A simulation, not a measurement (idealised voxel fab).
process module | voxel self aligned contacts
cross-section cut | 195 nm wide | cells 5 nm
A cross-section is a grid of square cells, given in bands from the top down. A band is one or more rows of cells.
Each band's line starts with the height of the band's top and of its bottom, in nm. Then come its materials from left to right, each with its width in nm. One material with "throughout" fills the band from edge to edge. "air" is empty space.
Height 0 is the level under which the wafer as received is all one material. The lowest band goes on downwards, as in "0 down".
A width such as "30 to 40" changes by the same amount from each row of cells to the next, from the band's top row to its bottom row.
"no change" after a step means that no cell of the cross-section changed.
closed voids: empty space of 8 cells or more with no open way to the top, each as width x height at its distance from the left edge, in nm
after a step's settings: what the simulator itself notes on the step
overlay nm, on a step with a mask: how far to the right of its planned place the mask lay; to the left if negative
plan
1 op RECEIVE | material Si
2 op CONFORMAL_DEP | material SiO2 | thk nm 5
3 op DIRECTIONAL_DEP | material polySi | thk nm 30
4 op DIRECTIONAL_DEP | material SiN | thk nm 15
5 op PATTERN | tone cover | mask id GATE | material resist | width nm 30 | pitch nm 65 | thk nm 15 | overlay nm 0
6 op DIRECTIONAL_ETCH | etch materials SiN | depth nm 15
7 op DIRECTIONAL_ETCH | etch materials polySi | depth nm 30
8 op STRIP | etch materials resist
9 op CONFORMAL_DEP | material SiN | thk nm 5
10 op DIRECTIONAL_ETCH | etch materials SiN | depth nm 5
11 op FILL_DEP | material SiO2 | thk nm 15
12 op CMP | height nm 60
13 op MASKED_ETCH | tone open | mask id CONTACT | width nm 45 | pitch nm 65 | etch materials SiO2 | depth nm 60 | overlay nm 0
14 op CONFORMAL_DEP | material TiN | thk nm 5
15 op FILL_DEP | material Ru | thk nm 5
16 op CMP | height nm 60
17 op CONFORMAL_DEP | material SiCN | thk nm 5
as received, after step 1
  0 down: Si throughout
  closed voids: none
a wafer at the end: this start, this plan, one mistake
  65 to 60: SiCN throughout
  60 to 50: SiO2 40 | TiN 5 to 20 | Ru 35 to 15 | TiN 5 to 10 | SiO2 20 | TiN 5 to 20 | Ru 35 to 15 | TiN 5 to 10 | SiO2 45
  50 to 35: SiO2 15 | SiN 40 | TiN 5 | Ru 15 | TiN 5 | SiN 40 | TiN 5 | Ru 15 | TiN 5 | SiN 40 | SiO2 10
  35 to 5: SiO2 15 | SiN 5 | polySi 30 | SiN 5 | TiN 5 | Ru 15 | TiN 5 | SiN 5 | polySi 30 | SiN 5 | TiN 5 | Ru 15 | TiN 5 | SiN 5 | polySi 30 | SiN 5 | SiO2 10
  5 to 0: SiO2 55 | TiN 25 | SiO2 40 | TiN 25 | SiO2 50
  0 down: Si throughout
  closed voids: none
what went wrong: step 5 ran as: op PATTERN | tone cover | mask id GATE | material resist | width nm 30 | pitch nm 65 | thk nm 15 | overlay nm 5
